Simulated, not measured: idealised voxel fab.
The name of this process module is voxel self aligned contacts.
Cross-section cut spans 210 nm and uses square cells 5 nm in size.
Reading order for cross-sections: top band down to bottom band. Underlying form: a grid of square cells. Band size: one or more rows of cells. Each band's line starts with the height of the band's top and of its bottom, in nm. Then come its materials from left to right, each with its width in nm. One material with "throughout" fills the band from edge to edge. "empty" is empty space. The level at which height equals 0 is the one under which the wafer, as it arrives, is entirely one material. No lower edge exists for the bottom band, which continues downward and is notated as in "0 -> down". Top row gets the first number, bottom row gets the second, and each row in between changes by the same step: that is how a band width like "30 to 40" works. Any step labelled "remained the same" changed none of the cells in the cross-section. What "Cavities, sealed" gives you is every empty space of 8 cells or more that is cut off from the top. Each appears as width x height at distance, with the distance taken from the left edge and width, height and distance all in nm. What comes after the settings on a step's line is commentary from the simulator itself on that step. "overlay nm" on a masked step: distance the mask lay right of its planned place, negative for left.
The steps planned for the process are as follows
1 RECEIVE | material Si
2 CONFORMAL_DEP | material SiO2 | thk nm 5
3 DIRECTIONAL_DEP | material polySi | thk nm 20
4 DIRECTIONAL_DEP | material SiN | thk nm 15
5 DIRECTIONAL_DEP | material aC | thk nm 10
6 PATTERN | tone cover | mask id GATE | material resist | width nm 35 | pitch nm 60 | thk nm 25 | overlay nm 0
7 DIRECTIONAL_ETCH | etch materials aC | depth nm 10
8 STRIP | etch materials resist
9 DIRECTIONAL_ETCH | etch materials SiN | depth nm 15
10 DIRECTIONAL_ETCH | etch materials polySi | depth nm 20
11 STRIP | etch materials aC
12 CONFORMAL_DEP | material SiN | thk nm 5
13 DIRECTIONAL_ETCH | etch materials SiN | depth nm 5
14 FILL_DEP | material SiO2 | thk nm 10
15 CMP | height nm 45
16 PATTERN | tone open | mask id CONTACT | material resist | width nm 35 | thk nm 15 | overlay nm -15
17 DIRECTIONAL_ETCH | etch materials SiO2 | depth nm 45
18 STRIP | etch materials resist
19 CONFORMAL_DEP | material TiN | thk nm 5
20 FILL_DEP | material W | thk nm 10
21 CMP | height nm 45
22 CONFORMAL_DEP | material SiCN | thk nm 5
Wafer-to-wafer difference: overlay nm, step 16. Common start. Plan = first wafer's value.
The first of several wafers, as received after step 1, seen in section
    0 -> down | Si throughout
    Cavities, sealed: none
Module end state after final step 22: cross-section of the first of several wafers
    50 -> 45 | SiCN throughout
    45 -> 40 | SiO2 70  TiN 35  SiO2 105
    40 -> 25 | SiO2 50  SiN 45  TiN 10  SiO2 5  SiN 45  SiO2 55
    25 -> 5 | SiO2 50  SiN 5  polySi 35  SiN 5  TiN 10  SiO2 5  SiN 5  polySi 35  SiN 5  SiO2 55
    5 -> 0 | SiO2 95  TiN 10  SiO2 105
    0 -> down | Si throughout
    Cavities, sealed: none
Cross-section of the last wafer at end of module
    50 -> 45 | SiCN throughout
    45 -> 40 | SiO2 100  TiN 35  SiO2 75
    40 -> 25 | SiO2 50  SiN 45  SiO2 5  TiN 10  SiN 45  SiO2 55
    25 -> 5 | SiO2 50  SiN 5  polySi 35  SiN 5  SiO2 5  TiN 10  SiN 5  polySi 35  SiN 5  SiO2 55
    5 -> 0 | SiO2 100  TiN 10  SiO2 100
    0 -> down | Si throughout
    Cavities, sealed: none
The following table contains a row per wafer, in which are reported, at the conclusion of the module, the cells of each material gained (+) or lost (-) since the wafer's receipt, with its closed voids given thereafter
overlay nm -15; +42 SiCN; +70 SiN; +229 SiO2; +23 TiN; +56 polySi; Cavities, sealed: none
overlay nm -10; +42 SiCN; +70 SiN; +221 SiO2; +23 TiN; +8 W; +56 polySi; Cavities, sealed: none
overlay nm -5; +42 SiCN; +70 SiN; +221 SiO2; +23 TiN; +8 W; +56 polySi; Cavities, sealed: none
overlay nm 0; +42 SiCN; +70 SiN; +221 SiO2; +23 TiN; +8 W; +56 polySi; Cavities, sealed: none
overlay nm 5; +42 SiCN; +70 SiN; +221 SiO2; +23 TiN; +8 W; +56 polySi; Cavities, sealed: none
overlay nm 10; +42 SiCN; +70 SiN; +221 SiO2; +23 TiN; +8 W; +56 polySi; Cavities, sealed: none
overlay nm 15; +42 SiCN; +70 SiN; +229 SiO2; +23 TiN; +56 polySi; Cavities, sealed: none
